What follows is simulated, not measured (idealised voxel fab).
Process module name: voxel capacitor over wiring
We display cut, a cross-section 255 nm in width whose square cells are each 5 nm.
In this document a cross-section is written as a grid of square cells. It is given as a series of bands, listed from the top down, and a band is one or more rows of cells. Heights first: top, then bottom, in nm. Then materials, left to right, each with a width in nm. "everywhere" on a single material: fills the band edge to edge. "air": empty space. Zero point of the height axis is 0; under it, received wafer = one material. Lowest band: continues down indefinitely, "0 nm and below". Per-row width for "30..40": begins at first number (top row of band), ends at second number (bottom row), increment between rows held constant. What does "no modifications" mean for a step? It means no cell of the cross-section changed in that step. Entry "Closed voids list" = empty spaces >= 8 cells with no open way to the top; each as width x height at distance, distance from left edge, all nm. Formally, on a step line, whatever follows the settings is a remark that the simulator itself makes on the step. "overlay nm", when on a step's line for a step with a mask, measures how far to the right of its planned place the mask lay; a negative measure means to the left.

STEPS PLANNED FOR THE PROCESS
1 RECEIVE [material Si]
2 CONFORMAL_DEP [material SiO2] [thk nm 15]
3 CONFORMAL_DEP [material SiN] [thk nm 5]
4 DIRECTIONAL_DEP [material lowk] [thk nm 15]
5 PATTERN [tone open] [mask id METAL_1] [material resist] [width nm 30] [pitch nm 90] [thk nm 15] [overlay nm 0]
6 DIRECTIONAL_ETCH [etch materials lowk] [depth nm 15]
7 DIRECTIONAL_ETCH [etch materials SiN] [depth nm 5]
8 STRIP [etch materials resist]
9 CONFORMAL_DEP [material TiN] [thk nm 5]
10 FILL_DEP [material Ru] [thk nm 10]
11 CMP [height nm 35]
12 CONFORMAL_DEP [material SiCN] [thk nm 5]
13 DIRECTIONAL_DEP [material lowk] [thk nm 10]
14 MASKED_ETCH [tone open] [mask id PLUG_1] [width nm 15] [etch materials lowk] [depth nm 10] [overlay nm 0]
15 MASKED_ETCH [tone open] [mask id PLUG_1] [width nm 15] [etch materials SiCN] [depth nm 5] [overlay nm 0]
16 CONFORMAL_DEP [material TiN] [thk nm 5]
17 FILL_DEP [material Ru] [thk nm 5]
18 CMP [height nm 50]
19 DIRECTIONAL_DEP [material TiN] [thk nm 5]
20 DIRECTIONAL_DEP [material HfO2] [thk nm 5]
21 DIRECTIONAL_DEP [material TiN] [thk nm 5]
22 PATTERN [tone cover] [mask id UPPER_PLATE] [material resist] [width nm 65] [thk nm 15] [overlay nm 0]
23 DIRECTIONAL_ETCH [etch materials TiN] [depth nm 5]
24 DIRECTIONAL_ETCH [etch materials HfO2] [depth nm 5]
25 STRIP [etch materials resist]
26 MASKED_ETCH [tone cover] [mask id LOWER_PLATE] [width nm 75] [etch materials TiN] [depth nm 5] [overlay nm 0]
27 FILL_DEP [material SiO2] [thk nm 15]
28 CMP [height nm 75]
29 PATTERN [tone open] [mask id PLUG_2] [material resist] [width nm 15] [thk nm 15] [overlay nm 0]
30 DIRECTIONAL_ETCH [etch materials SiO2] [depth nm 10]
31 STRIP [etch materials resist]
32 CONFORMAL_DEP [material TiN] [thk nm 5]
33 FILL_DEP [material Cu] [thk nm 5]
34 CMP [height nm 75]
35 CONFORMAL_DEP [material SiCN] [thk nm 5]

SHOWN IN CROSS-SECTION IS THE WAFER AS RECEIVED, THAT IS, AS IT STANDS AFTER STEP 1
	0 nm and below: Si everywhere
	Closed voids list: none

THE FIRST OF TWO WAFERS, CROSS-SECTIONED AT THE END OF THE MODULE, WITH THE RUN PROCEEDING AS PLANNED
	80 nm to 75 nm: SiCN everywhere
	75 nm to 70 nm: SiO2 90 nm | TiN 5 nm | Cu 5 nm | TiN 5 nm | SiO2 150 nm
	70 nm to 60 nm: SiO2 90..80 nm | TiN 15..65 nm | SiO2 150..110 nm
	60 nm to 55 nm: SiO2 80 nm | HfO2 65 nm | SiO2 110 nm
	55 nm to 50 nm: SiO2 75 nm | TiN 75 nm | SiO2 105 nm
	50 nm to 40 nm: lowk 80 nm | TiN 5 nm | Ru 5 nm | TiN 5 nm | lowk 160 nm
	40 nm to 35 nm: SiCN 80 nm | TiN 15 nm | SiCN 160 nm
	35 nm to 20 nm: lowk 65 nm | TiN 5 nm | Ru 20 nm | TiN 5 nm | lowk 60 nm | TiN 5 nm | Ru 20 nm | TiN 5 nm | lowk 70 nm
	20 nm to 15 nm: SiN 65 nm | TiN 30 nm | SiN 60 nm | TiN 30 nm | SiN 70 nm
	15 nm to 0 nm: SiO2 everywhere
	0 nm and below: Si everywhere
	Closed voids list: none

CROSS-SECTIONAL VIEW OF THE SECOND OF TWO WAFERS UPON COMPLETION OF THE MODULE. THIS WAFER SHARED ITS STARTING CONDITION AND PROCESS PLAN WITH THE FIRST; ONE ERROR WAS MADE DURING ITS EXECUTION
	80 nm to 75 nm: SiCN everywhere
	75 nm to 70 nm: SiO2 90 nm | TiN 5 nm | Cu 5 nm | TiN 5 nm | SiO2 150 nm
	70 nm to 60 nm: SiO2 90..80 nm | TiN 15..65 nm | SiO2 150..110 nm
	60 nm to 55 nm: SiO2 80 nm | HfO2 65 nm | SiO2 110 nm
	55 nm to 50 nm: SiO2 75 nm | TiN 75 nm | SiO2 105 nm
	50 nm to 40 nm: lowk 80 nm | TiN 5 nm | Ru 5 nm | TiN 5 nm | lowk 160 nm
	40 nm to 35 nm: SiCN 80 nm | TiN 15 nm | SiCN 160 nm
	35 nm to 30 nm: TiN 70 nm | Ru 20 nm | TiN 70 nm | Ru 20 nm | TiN 75 nm
	30 nm to 15 nm: lowk 65 nm | TiN 5 nm | Ru 20 nm | TiN 5 nm | lowk 60 nm | TiN 5 nm | Ru 20 nm | TiN 5 nm | lowk 70 nm
	15 nm to 10 nm: SiN 65 nm | TiN 30 nm | SiN 60 nm | TiN 30 nm | SiN 70 nm
	10 nm to 0 nm: SiO2 everywhere
	0 nm and below: Si everywhere
	Closed voids list: none
Short version of what went wrong: rather than as planned, step 2 actually ran as CONFORMAL_DEP [material SiO2] [thk nm 10]
Bottom line after processing is that, in cells, the second wafer is up or down on some materials versus the first: Ru +8; SiO2 -51; TiN +43
